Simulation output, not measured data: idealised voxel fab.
Process module heading - voxel released beams
Pictured: cross-section cut, 180 nm wide, on a grid of 5 nm square cells.
Cross-section, as written here: a square-cell grid given band by band from the top down, where a band holds one or more rows of cells.
The band entry comprises the height of the band's top followed by the height of its bottom, expressed in nm, and subsequently the band's materials from left to right, each stated together with its width in nm. Where a single material is marked with the word "full width", that material fills the band from edge to edge. The word "blank" represents empty space.
Beneath 0, the wafer as received is one material, and that level is where height counting begins. The lowest band goes on downward without a bottom; it is written like "0 nm and below".
So if you see something like "30 to 40" for the width, read it as the top row of the band sitting at the first number and the bottom row at the second, with every row in between moving by the same amount as the last.
Key: "no modifications" - step with no changed cell in the cross-section.
"Enclosed void catalog" contains a list of empty spaces, each no smaller than 8 cells and without an open way to the top, written in the form width x height at distance with the distance from the left edge and all three in nm.
Where a step's line continues beyond its settings, the continuation is a remark by the simulator itself on that step.
The optional step-line setting "overlay nm" applies to steps with a mask and quantifies how far to the right of its planned location the mask lay, a negative value indicating leftward placement.

[So here's the lineup of process steps we planned]
step 1: RECEIVE (material Si)
step 2: CONFORMAL_DEP (material SiN; thk nm 5)
step 3: DIRECTIONAL_DEP (material SiO2; thk nm 15)
step 4: DIRECTIONAL_DEP (material aC; thk nm 15)
step 5: PATTERN (tone open; mask id ANCHOR; material resist; width nm 25; thk nm 30; overlay nm 0)
step 6: DIRECTIONAL_ETCH (etch materials aC; depth nm 15)
step 7: STRIP (etch materials resist)
step 8: DIRECTIONAL_ETCH (etch materials SiO2; depth nm 15)
step 9: STRIP (etch materials aC)
step 10: CONFORMAL_DEP (material polySi; thk nm 10)
step 11: DIRECTIONAL_DEP (material aC; thk nm 15)
step 12: PATTERN (tone cover; mask id BEAM; material resist; width nm 110; thk nm 30; overlay nm 0)
step 13: DIRECTIONAL_ETCH (etch materials aC; depth nm 15)
step 14: STRIP (etch materials resist)
step 15: DIRECTIONAL_ETCH (etch materials polySi; depth nm 10)
step 16: STRIP (etch materials aC)
step 17: STRIP (etch materials SiO2)

[Of two wafers, the first: run according to plan]

[Shown in cross-section is the wafer as received, that is, as it stands after step 1]
> 0 nm and below = Si full width
> Enclosed void catalog: none

[Once step 2 is through, the wafer looks like this in cross-section]
> 5 nm to 0 nm = SiN full width
> For the remainder of the cross-section, below 0, there is no change.

[Once step 3 is through, the wafer looks like this in cross-section]
> 20 nm to 5 nm = SiO2 full width
> For the remainder of the cross-section, below 5, there is no change.

[Once step 4 is through, the wafer looks like this in cross-section]
> 35 nm to 20 nm = aC full width
> For the remainder of the cross-section, below 20, there is no change.

[Once step 5 is through, the wafer looks like this in cross-section]
> 65 nm to 35 nm = resist 35 nm, blank 25 nm, resist 120 nm
> For the remainder of the cross-section, below 35, there is no change.

[Once step 6 is through, the wafer looks like this in cross-section]
> 50 nm to 35 nm = resist 35 nm, blank 25 nm, resist 120 nm
> 35 nm to 20 nm = aC 35 nm, blank 25 nm, aC 120 nm
> For the remainder of the cross-section, below 20, there is no change.

[Once step 7 is through, the wafer looks like this in cross-section]
> 35 nm to 20 nm = aC 35 nm, blank 25 nm, aC 120 nm
> For the remainder of the cross-section, below 20, there is no change.

[Once step 8 is through, the wafer looks like this in cross-section]
> 35 nm to 20 nm = aC 35 nm, blank 25 nm, aC 120 nm
> 20 nm to 5 nm = SiO2 35 nm, blank 25 nm, SiO2 120 nm
> For the remainder of the cross-section, below 5, there is no change.

[Once step 9 is through, the wafer looks like this in cross-section]
> 20 nm to 5 nm = SiO2 35 nm, blank 25 nm, SiO2 120 nm
> For the remainder of the cross-section, below 5, there is no change.

[Once step 10 is through, the wafer looks like this in cross-section]
> 30 nm to 20 nm = polySi 45 nm, blank 5 nm, polySi 130 nm
> 20 nm to 15 nm = SiO2 35 nm, polySi 10 nm, blank 5 nm, polySi 10 nm, SiO2 120 nm
> 15 nm to 5 nm = SiO2 35 nm, polySi 25 nm, SiO2 120 nm
> For the remainder of the cross-section, below 5, there is no change.

[Once step 11 is through, the wafer looks like this in cross-section]
> 45 nm to 30 nm = aC 45 nm, blank 5 nm, aC 130 nm
> 30 nm to 20 nm = polySi 45 nm, aC 5 nm, polySi 130 nm
> 20 nm to 15 nm = SiO2 35 nm, polySi 10 nm, aC 5 nm, polySi 10 nm, SiO2 120 nm
> For the remainder of the cross-section, below 15, there is no change.

[Once step 12 is through, the wafer looks like this in cross-section]
> 75 nm to 45 nm = blank 30 nm, resist 110 nm, blank 40 nm
> 45 nm to 30 nm = aC 45 nm, resist 5 nm, aC 130 nm
> For the remainder of the cross-section, below 30, there is no change.

[Once step 13 is through, the wafer looks like this in cross-section]
> 60 nm to 45 nm = blank 30 nm, resist 110 nm, blank 40 nm
> 45 nm to 30 nm = blank 30 nm, aC 15 nm, resist 5 nm, aC 90 nm, blank 40 nm
> For the remainder of the cross-section, below 30, there is no change.

[Once step 14 is through, the wafer looks like this in cross-section]
> 45 nm to 30 nm = blank 30 nm, aC 15 nm, blank 5 nm, aC 90 nm, blank 40 nm
> For the remainder of the cross-section, below 30, there is no change.

[Once step 15 is through, the wafer looks like this in cross-section]
> 45 nm to 30 nm = blank 30 nm, aC 15 nm, blank 5 nm, aC 90 nm, blank 40 nm
> 30 nm to 20 nm = blank 30 nm, polySi 15 nm, aC 5 nm, polySi 90 nm, blank 40 nm
> For the remainder of the cross-section, below 20, there is no change.

[Once step 16 is through, the wafer looks like this in cross-section]
> 30 nm to 20 nm = blank 30 nm, polySi 15 nm, blank 5 nm, polySi 90 nm, blank 40 nm
> 20 nm to 15 nm = SiO2 35 nm, polySi 10 nm, blank 5 nm, polySi 10 nm, SiO2 120 nm
> For the remainder of the cross-section, below 15, there is no change.

[Once step 17 is through, the wafer looks like this in cross-section]
> 30 nm to 20 nm = blank 30 nm, polySi 15 nm, blank 5 nm, polySi 90 nm, blank 40 nm
> 20 nm to 15 nm = blank 35 nm, polySi 10 nm, blank 5 nm, polySi 10 nm, blank 120 nm
> 15 nm to 5 nm = blank 35 nm, polySi 25 nm, blank 120 nm
> For the remainder of the cross-section, below 5, there is no change.

[The Second Wafer: Common Origin and Plan, One Mistake in Execution, Identical to the First Through Step 1]

Second wafer, cross-section, planned end of step 2: no modifications

[Second wafer, cross-section, planned end of step 3]
> 15 nm to 0 nm = SiO2 full width
> For the remainder of the cross-section, below 0, there is no change.

[Second wafer, cross-section, planned end of step 4]
> 30 nm to 15 nm = aC full width
> For the remainder of the cross-section, below 15, there is no change.

[Second wafer, cross-section, planned end of step 5]
> 60 nm to 30 nm = resist 35 nm, blank 25 nm, resist 120 nm
> For the remainder of the cross-section, below 30, there is no change.

[Second wafer, cross-section, planned end of step 6]
> 45 nm to 30 nm = resist 35 nm, blank 25 nm, resist 120 nm
> 30 nm to 15 nm = aC 35 nm, blank 25 nm, aC 120 nm
> For the remainder of the cross-section, below 15, there is no change.

[Second wafer, cross-section, planned end of step 7]
> 30 nm to 15 nm = aC 35 nm, blank 25 nm, aC 120 nm
> For the remainder of the cross-section, below 15, there is no change.

[Second wafer, cross-section, planned end of step 8]
> 30 nm to 15 nm = aC 35 nm, blank 25 nm, aC 120 nm
> 15 nm to 0 nm = SiO2 35 nm, blank 25 nm, SiO2 120 nm
> For the remainder of the cross-section, below 0, there is no change.

[Second wafer, cross-section, planned end of step 9]
> 15 nm to 0 nm = SiO2 35 nm, blank 25 nm, SiO2 120 nm
> For the remainder of the cross-section, below 0, there is no change.

[Second wafer, cross-section, planned end of step 10]
> 25 nm to 15 nm = polySi 45 nm, blank 5 nm, polySi 130 nm
> 15 nm to 10 nm = SiO2 35 nm, polySi 10 nm, blank 5 nm, polySi 10 nm, SiO2 120 nm
> 10 nm to 0 nm = SiO2 35 nm, polySi 25 nm, SiO2 120 nm
> For the remainder of the cross-section, below 0, there is no change.

[Second wafer, cross-section, planned end of step 11]
> 40 nm to 25 nm = aC 45 nm, blank 5 nm, aC 130 nm
> 25 nm to 15 nm = polySi 45 nm, aC 5 nm, polySi 130 nm
> 15 nm to 10 nm = SiO2 35 nm, polySi 10 nm, aC 5 nm, polySi 10 nm, SiO2 120 nm
> For the remainder of the cross-section, below 10, there is no change.

[Second wafer, cross-section, planned end of step 12]
> 70 nm to 40 nm = blank 30 nm, resist 110 nm, blank 40 nm
> 40 nm to 25 nm = aC 45 nm, resist 5 nm, aC 130 nm
> For the remainder of the cross-section, below 25, there is no change.

[Second wafer, cross-section, planned end of step 13]
> 55 nm to 40 nm = blank 30 nm, resist 110 nm, blank 40 nm
> 40 nm to 25 nm = blank 30 nm, aC 15 nm, resist 5 nm, aC 90 nm, blank 40 nm
> For the remainder of the cross-section, below 25, there is no change.

[Second wafer, cross-section, planned end of step 14]
> 40 nm to 25 nm = blank 30 nm, aC 15 nm, blank 5 nm, aC 90 nm, blank 40 nm
> For the remainder of the cross-section, below 25, there is no change.

[Second wafer, cross-section, planned end of step 15]
> 40 nm to 25 nm = blank 30 nm, aC 15 nm, blank 5 nm, aC 90 nm, blank 40 nm
> 25 nm to 15 nm = blank 30 nm, polySi 15 nm, aC 5 nm, polySi 90 nm, blank 40 nm
> For the remainder of the cross-section, below 15, there is no change.

[Second wafer, cross-section, planned end of step 16]
> 25 nm to 15 nm = blank 30 nm, polySi 15 nm, blank 5 nm, polySi 90 nm, blank 40 nm
> 15 nm to 10 nm = SiO2 35 nm, polySi 10 nm, blank 5 nm, polySi 10 nm, SiO2 120 nm
> For the remainder of the cross-section, below 10, there is no change.

[Second wafer, cross-section, planned end of step 17]
> 25 nm to 15 nm = blank 30 nm, polySi 15 nm, blank 5 nm, polySi 90 nm, blank 40 nm
> 15 nm to 10 nm = blank 35 nm, polySi 10 nm, blank 5 nm, polySi 10 nm, blank 120 nm
> 10 nm to 0 nm = blank 35 nm, polySi 25 nm, blank 120 nm
> For the remainder of the cross-section, below 0, there is no change.
what went wrong: the plan's step 2 was left out and never carried out
In the final state, the cell counts of the second wafer exceed or fall short of those of the first for the following materials: SiN -36
